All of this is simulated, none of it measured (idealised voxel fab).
A process module follows: voxel plated lines.
Cross-section cut spans 295 nm and uses square cells 5 nm in size.
Throughout this document, each cross-section is represented as a grid of square cells and is presented as a sequence of bands enumerated from the top downward, where a band comprises one or more rows of cells. Read a band's entry like this: the first values are the height of its top and the height of its bottom in nm, and what follows is the sequence of materials from left to right, each with its width in nm. Note that "empty" is empty space, and that a single material marked "edge to edge" reaches across the band from edge to edge. Height datum 0, below which the as-received substrate wafer is one material. Lowest band open at the bottom, running downward: "0 -> down". The width entry "30 to 40" should be interpreted row by row: the top row of cells in the band takes the first number, the bottom row takes the second number, and the change between adjacent rows is uniform throughout. "remains unaltered" (step): cross-section cells unchanged, all of them. "Completely sealed voids" enumerates empty spaces isolated from the top, with no open way to it, that contain at least 8 cells, giving each as width x height at distance from the left edge, all three in nm. That trailing text on a step's line, after the settings, is the simulator's own remark on the step. If you see "overlay nm" on a step's line and that step has a mask, it's telling you how far right of where it was planned the mask ended up; a negative number means it went left instead.

[The process steps that were planned are listed below]
| 1 | RECEIVE (material Si) |
| 2 | CONFORMAL_DEP (material SiN; thk nm 5) |
| 3 | DIRECTIONAL_DEP (material TiN; thk nm 5) |
| 4 | PATTERN (tone open; mask id LINES; material resist; width nm 25; pitch nm 40; thk nm 40; overlay nm 0) |
| 5 | EPI (material Ru; thk nm 10) |
| 6 | EPI (material Ru; thk nm 5) |
| 7 | EPI (material Ru; thk nm 5) |
| 8 | STRIP (etch materials resist) |
| 9 | DIRECTIONAL_ETCH (etch materials TiN; depth nm 5) |
| 10 | CONFORMAL_DEP (material SiN; thk nm 10) |

[First of two wafers - as planned]

[So this is the incoming wafer in cross-section - it's already been through step 1]
> 0 -> down  Si edge to edge
> Completely sealed voids: none

[The wafer, seen in cross-section, after step 2]
> 5 -> 0  SiN edge to edge
> Beneath the level 0, the cross-section is identical to its previous state.

[The wafer, seen in cross-section, after step 3]
> 10 -> 5  TiN edge to edge
> Beneath the level 5, the cross-section is identical to its previous state.

[The wafer, seen in cross-section, after step 4]
> 50 -> 10  95 nm resist, then 25 nm empty, then 15 nm resist, then 25 nm empty, then 15 nm resist, then 25 nm empty, then 95 nm resist
> Beneath the level 10, the cross-section is identical to its previous state.

[The wafer, seen in cross-section, after step 5]
> 50 -> 20  95 nm resist, then 25 nm empty, then 15 nm resist, then 25 nm empty, then 15 nm resist, then 25 nm empty, then 95 nm resist
> 20 -> 10  95 nm resist, then 25 nm Ru, then 15 nm resist, then 25 nm Ru, then 15 nm resist, then 25 nm Ru, then 95 nm resist
> Beneath the level 10, the cross-section is identical to its previous state.

[The wafer, seen in cross-section, after step 6]
> 50 -> 25  95 nm resist, then 25 nm empty, then 15 nm resist, then 25 nm empty, then 15 nm resist, then 25 nm empty, then 95 nm resist
> 25 -> 10  95 nm resist, then 25 nm Ru, then 15 nm resist, then 25 nm Ru, then 15 nm resist, then 25 nm Ru, then 95 nm resist
> Beneath the level 10, the cross-section is identical to its previous state.

[The wafer, seen in cross-section, after step 7]
> 50 -> 30  95 nm resist, then 25 nm empty, then 15 nm resist, then 25 nm empty, then 15 nm resist, then 25 nm empty, then 95 nm resist
> 30 -> 10  95 nm resist, then 25 nm Ru, then 15 nm resist, then 25 nm Ru, then 15 nm resist, then 25 nm Ru, then 95 nm resist
> Beneath the level 10, the cross-section is identical to its previous state.

[The wafer, seen in cross-section, after step 8]
> 30 -> 10  95 nm empty, then 25 nm Ru, then 15 nm empty, then 25 nm Ru, then 15 nm empty, then 25 nm Ru, then 95 nm empty
> Beneath the level 10, the cross-section is identical to its previous state.

[The wafer, seen in cross-section, after step 9]
> 30 -> 10  95 nm empty, then 25 nm Ru, then 15 nm empty, then 25 nm Ru, then 15 nm empty, then 25 nm Ru, then 95 nm empty
> 10 -> 5  95 nm empty, then 25 nm TiN, then 15 nm empty, then 25 nm TiN, then 15 nm empty, then 25 nm TiN, then 95 nm empty
> Beneath the level 5, the cross-section is identical to its previous state.

[The wafer, seen in cross-section, after step 10]
> 40 -> 30  85 nm empty, then 125 nm SiN, then 85 nm empty
> 30 -> 15  85 nm empty, then 10 nm SiN, then 25 nm Ru, then 15 nm SiN, then 25 nm Ru, then 15 nm SiN, then 25 nm Ru, then 10 nm SiN, then 85 nm empty
> 15 -> 10  95 nm SiN, then 25 nm Ru, then 15 nm SiN, then 25 nm Ru, then 15 nm SiN, then 25 nm Ru, then 95 nm SiN
> 10 -> 5  95 nm SiN, then 25 nm TiN, then 15 nm SiN, then 25 nm TiN, then 15 nm SiN, then 25 nm TiN, then 95 nm SiN
> Beneath the level 5, the cross-section is identical to its previous state.

[The Second Wafer: Common Origin and Plan, One Mistake in Execution, Identical to the First Through Step 2]

[Second wafer cross-section, taken as of the time the plan sets for step 3 to be done]
> 10 -> 0  SiN edge to edge
> Beneath the level 0, the cross-section is identical to its previous state.

[Second wafer cross-section, taken as of the time the plan sets for step 4 to be done]
> 50 -> 10  95 nm resist, then 25 nm empty, then 15 nm resist, then 25 nm empty, then 15 nm resist, then 25 nm empty, then 95 nm resist
> Beneath the level 10, the cross-section is identical to its previous state.

Second wafer cross-section, taken as of the time the plan sets for step 5 to be done: remains unaltered

Second wafer cross-section, taken as of the time the plan sets for step 6 to be done: remains unaltered

Second wafer cross-section, taken as of the time the plan sets for step 7 to be done: remains unaltered

[Second wafer cross-section, taken as of the time the plan sets for step 8 to be done]
> 10 -> 0  SiN edge to edge
> Beneath the level 0, the cross-section is identical to its previous state.

Second wafer cross-section, taken as of the time the plan sets for step 9 to be done: remains unaltered

[Second wafer cross-section, taken as of the time the plan sets for step 10 to be done]
> 20 -> 0  SiN edge to edge
> Beneath the level 0, the cross-section is identical to its previous state.
what went wrong: step 3 ran differently from the plan; actual operation with settings: DIRECTIONAL_DEP (material SiN; thk nm 5)
Looking at both finished wafers in cells, the second ends up ahead of or behind the first on some materials: Ru: 60 fewer | SiN: 9 more | TiN: 15 fewer
